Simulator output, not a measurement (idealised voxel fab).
process module | voxel ribs on slabs
cross-section cut | 290 nm wide | cells 5 nm
A cross-section is a grid of square cells, given in bands from the top down. A band is one or more rows of cells.
Each band's line starts with the height of the band's top and of its bottom, in nm. Then come its materials from left to right, each with its width in nm. One material with "throughout" fills the band from edge to edge. "air" is empty space.
Height 0 is the level under which the wafer as received is all one material. The lowest band goes on downwards, as in "0 down".
A width such as "30 to 40" changes by the same amount from each row of cells to the next, from the band's top row to its bottom row.
"no change" after a step means that no cell of the cross-section changed.
closed voids: empty space of 8 cells or more with no open way to the top, each as width x height at its distance from the left edge, in nm
after a step's settings: what the simulator itself notes on the step
overlay nm, on a step with a mask: how far to the right of its planned place the mask lay; to the left if negative
plan
1 op RECEIVE | material Si
2 op DIRECTIONAL_DEP | material SiO2 | thk nm 25
3 op DIRECTIONAL_DEP | material SiN | thk nm 20
4 op PATTERN | tone cover | mask id RIB | material resist | width nm 30 | thk nm 15 | overlay nm 0
5 op DIRECTIONAL_ETCH | etch materials SiN | depth nm 10
6 op STRIP | etch materials resist
7 op DIRECTIONAL_DEP | material aC | thk nm 15
8 op PATTERN | tone cover | mask id SLAB | material resist | width nm 60 | thk nm 30 | overlay nm 0
9 op DIRECTIONAL_ETCH | etch materials aC | depth nm 15
10 op STRIP | etch materials resist
11 op DIRECTIONAL_ETCH | etch materials SiN | depth nm 10
12 op STRIP | etch materials aC
13 op FILL_DEP | material SiO2 | thk nm 25
14 op CMP | height nm 65
15 op DIRECTIONAL_DEP | material TiN | thk nm 5
16 op PATTERN | tone cover | mask id HEATER | material resist | width nm 40 | thk nm 15 | overlay nm 0
17 op DIRECTIONAL_ETCH | etch materials TiN | depth nm 5
18 op STRIP | etch materials resist
19 op CONFORMAL_DEP | material SiO2 | thk nm 5
as received, after step 1
  0 down: Si throughout
  closed voids: none
first wafer at the end, as planned
  75 to 70: air 120 | SiO2 50 | air 120
  70 to 65: SiO2 125 | TiN 40 | SiO2 125
  65 to 45: SiO2 throughout
  45 to 35: SiO2 130 | SiN 30 | SiO2 130
  35 to 25: SiO2 115 | SiN 60 | SiO2 115
  25 to 0: SiO2 throughout
  0 down: Si throughout
  closed voids: none
second wafer at the end: like start, like plan, one mistake
  75 to 70: air 120 | SiO2 50 | air 120
  70 to 65: SiO2 125 | TiN 40 | SiO2 125
  65 to 60: SiO2 130 | SiN 30 | SiO2 130
  60 to 50: SiO2 115 | SiN 60 | SiO2 115
  50 to 0: SiO2 throughout
  0 down: Si throughout
  closed voids: none
what went wrong: step 2 was run twice
at the end the second wafer has, in cells: 6 fewer of SiN | 6 more of SiO2
